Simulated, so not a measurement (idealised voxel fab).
process module | voxel plated lines
cross-section cut | 175 nm wide | cells 5 nm
A cross-section is a grid of square cells, given in bands from the top down. A band is one or more rows of cells.
Each band's line starts with the height of the band's top and of its bottom, in nm. Then come its materials from left to right, each with its width in nm. One material with "throughout" fills the band from edge to edge. "air" is empty space.
Height 0 is the level under which the wafer as received is all one material. The lowest band goes on downwards, as in "0 down".
A width such as "30 to 40" changes by the same amount from each row of cells to the next, from the band's top row to its bottom row.
"no change" after a step means that no cell of the cross-section changed.
closed voids: empty space of 8 cells or more with no open way to the top, each as width x height at its distance from the left edge, in nm
after a step's settings: what the simulator itself notes on the step
overlay nm, on a step with a mask: how far to the right of its planned place the mask lay; to the left if negative
plan
1 op RECEIVE | material Si
2 op CONFORMAL_DEP | material SiO2 | thk nm 5
3 op DIRECTIONAL_DEP | material TiN | thk nm 5
4 op PATTERN | tone open | mask id LINES | material resist | width nm 15 | pitch nm 40 | thk nm 40 | overlay nm 0
5 op EPI | material Ru | thk nm 5
6 op EPI | material Ru | thk nm 5
7 op EPI | material Ru | thk nm 10
8 op STRIP | etch materials resist
9 op DIRECTIONAL_ETCH | etch materials TiN | depth nm 5
10 op CONFORMAL_DEP | material SiN | thk nm 10
varied across the wafers: width nm of step 4. The plan shows the first wafer's value. All wafers start alike
first wafer as received, after step 1
  0 down: Si throughout
  closed voids: none
each wafer at the end: cells of each material gained (+) or lost (-) since it was received, then its closed voids
width nm 15 | +36 Ru | +130 SiN | +35 SiO2 | +9 TiN | closed voids: none
width nm 20 | +48 Ru | +130 SiN | +35 SiO2 | +12 TiN | closed voids: none
width nm 25 | +60 Ru | +120 SiN | +35 SiO2 | +15 TiN | closed voids: none
